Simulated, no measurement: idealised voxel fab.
The following is a process module called voxel tone inversion.
Each square cell in cross-section cut measures 5 nm, and the section as a whole is 275 nm wide.
Cross-section format: a grid of square cells, given as bands from top to bottom; each band is one or more rows of cells.
Within each band entry, the heights of the top and of the bottom of the band appear first, in that order and in nm; the materials of the band then follow from left to right, each with its corresponding width in nm. The designation "all across" on a single material indicates that it fills the band from edge to edge; the designation "blank" indicates empty space.
For the purposes of this specification, 0 denotes the height below which the wafer in its as-received condition is composed wholly of one material, and the lowermost band, lacking a lower limit, extends downward without end, as expressed in "0 and below".
A width given as "30->40" starts at the first number in the band's top row and ends at the second number in its bottom row, shifting by an equal amount at every step from row to row.
You'll sometimes find "no alterations made" written for a step, and that's the way of saying that nowhere in the cross-section did a cell change during that step.
Under "Trapped voids" you'll find the enclosed gaps, the ones with no way out to the top, that are 8 cells or bigger; each reads width x height at distance, with distance counted from the left edge, everything in nm.
The remark found on a step's line after its settings is issued by the simulator itself and pertains to that step.
The line of a step may include "overlay nm". On a step with a mask, this value is how far to the right of its planned place the mask lay. A negative value means the mask lay to the left.

The planned process steps are enumerated hereunder:
1 RECEIVE: material Si
2 CONFORMAL_DEP: material SiCN, thk nm 5
3 DIRECTIONAL_DEP: material aC, thk nm 25
4 PATTERN: tone cover, mask id POSTS, material resist, width nm 15, pitch nm 35, thk nm 35, overlay nm 0
5 DIRECTIONAL_ETCH: etch materials aC, depth nm 25
6 STRIP: etch materials resist
7 FILL_DEP: material lowk, thk nm 10
8 CMP: height nm 30
9 STRIP: etch materials aC

The cross-section here shows the wafer as received, i.e. in its state after step 1:
> 0 and below = Si all across
> Trapped voids: none

Cross-sectional view of the first of the two wafers upon completion of the module, processed in accordance with the plan:
> 30 down to 5 = lowk: 75, then blank: 15, then lowk: 20, then blank: 15, then lowk: 20, then blank: 15, then lowk: 20, then blank: 15, then lowk: 80
> 5 down to 0 = SiCN all across
> 0 and below = Si all across
> Trapped voids: none

Cross-section at end of module for the second wafer of two, which matched the first in starting point and plan and differed by one mistake in its processing:
> 30 down to 5 = lowk: 65, then blank: 15, then lowk: 20, then blank: 15, then lowk: 20, then blank: 15, then lowk: 20, then blank: 15, then lowk: 90
> 5 down to 0 = SiCN all across
> 0 and below = Si all across
> Trapped voids: none
Plan not followed: step 4 did not use the planned setting and instead ran as PATTERN: tone cover, mask id POSTS, material resist, width nm 15, pitch nm 35, thk nm 35, overlay nm -10
The concluding comparison shows that, measured in cells, each material is equally abundant on both wafers, albeit at different positions.
